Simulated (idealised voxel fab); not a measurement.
Name of the process module below: voxel self aligned contacts
The figure presents cross-section cut, which has a width of 235 nm and is divided into square cells with an edge length of 5 nm.
We lay out every cross-section as a grid of square cells and spell it out in bands from the top down, where one band means one or more rows of cells.
It is stipulated that each band's entry specify, in nanometres, the height of the top of the band and then that of its bottom, followed by the materials of the band in left-to-right sequence, each together with its width in nanometres. A single material marked by the word "all across" is understood to fill the band from edge to edge; the word "air" is understood to denote empty space.
Height reference: 0 = level under which incoming wafer is all one material. Lowest band: no bottom, runs on downward, e.g. "0 and below".
You'd read "30 to 40" like this: the band's top row of cells is as wide as the first number, its bottom row is as wide as the second, and going down, every row changes width by the same amount as the row before did.
Given "nothing altered" for a step, no cell of the cross-section differs between before and after that step.
Empty spaces without an open route to the top, at least 8 cells in extent, make up the entry "Cavities, closed"; each is given as width x height at distance, where the distance is measured from the left edge, and all are in nm.
On each step's line, the part that comes after the settings is the simulator's own comment on the step.
The optional step-line setting "overlay nm" applies to steps with a mask and quantifies how far to the right of its planned location the mask lay, a negative value indicating leftward placement.
THE PLANNED PROCESS STEPS ARE ENUMERATED HEREUNDER
1: op RECEIVE | material Si
2: op OXIDIZE | depth nm 5
3: op DIRECTIONAL_DEP | material polySi | thk nm 25
4: op DIRECTIONAL_DEP | material SiN | thk nm 15
5: op PATTERN | tone cover | mask id GATE | material resist | width nm 25 | pitch nm 60 | thk nm 15 | overlay nm 0
6: op DIRECTIONAL_ETCH | etch materials SiN | depth nm 15
7: op DIRECTIONAL_ETCH | etch materials polySi | depth nm 25
8: op STRIP | etch materials resist
9: op CONFORMAL_DEP | material SiN | thk nm 5
10: op DIRECTIONAL_ETCH | etch materials SiN | depth nm 5
11: op FILL_DEP | material SiO2 | thk nm 15
12: op CMP | height nm 50
13: op MASKED_ETCH | tone open | mask id CONTACT | width nm 45 | etch materials SiO2 | depth nm 55 | overlay nm 0
14: op CONFORMAL_DEP | material TiN | thk nm 5
15: op FILL_DEP | material Ru | thk nm 10
16: op CMP | height nm 50
17: op CONFORMAL_DEP | material SiN | thk nm 5
HERE'S WHAT THE WAFER LOOKED LIKE IN CROSS-SECTION WHEN IT ARRIVED - THAT'S AFTER STEP 1
  0 and below | Si all across
  Cavities, closed: none
FIRST OF TWO WAFERS AT THE END OF THE MODULE, SHOWN IN CROSS-SECTION; RUN CARRIED OUT AS PLANNED
  55 down to 50 | SiN all across
  50 down to 40 | SiO2: 95 | TiN: 5 to 15 | Ru: 35 to 15 | TiN: 5 to 15 | SiO2: 95
  40 down to 25 | SiO2: 70 | SiN: 35 | TiN: 5 | Ru: 15 | TiN: 5 | SiN: 35 | SiO2: 70
  25 down to 0 | SiO2: 70 | SiN: 5 | polySi: 25 | SiN: 5 | TiN: 5 | Ru: 15 | TiN: 5 | SiN: 5 | polySi: 25 | SiN: 5 | SiO2: 70
  0 down to -5 | SiO2: 105 | TiN: 25 | SiO2: 105
  -5 and below | Si all across
  Cavities, closed: none
SO THIS IS WAFER NUMBER TWO OF THE TWO, CUT AT THE END OF THE MODULE - IT STARTED WHERE THE FIRST DID AND HAD THE SAME PLAN, WE JUST GOT ONE THING WRONG RUNNING IT
  55 down to 50 | SiN all across
  50 down to 40 | SiO2: 95 | TiN: 5 to 15 | Ru: 35 to 15 | TiN: 5 to 15 | SiO2: 95
  40 down to 25 | SiO2: 70 | SiN: 35 | TiN: 5 | Ru: 15 | TiN: 5 | SiN: 35 | SiO2: 70
  25 down to 20 | SiO2: 105 | TiN: 25 | SiO2: 105
  20 down to 0 | polySi all across
  0 and below | Si all across
  Cavities, closed: none
So what did we get wrong on this run? steps 2 and 3 of the plan were run in the wrong order, each in the other's place
Final wafer comparison in cells, second versus first, more or fewer per material: 15 fewer of Ru; 47 more of Si; 20 fewer of SiN; 140 fewer of SiO2; 10 fewer of TiN; 138 more of polySi
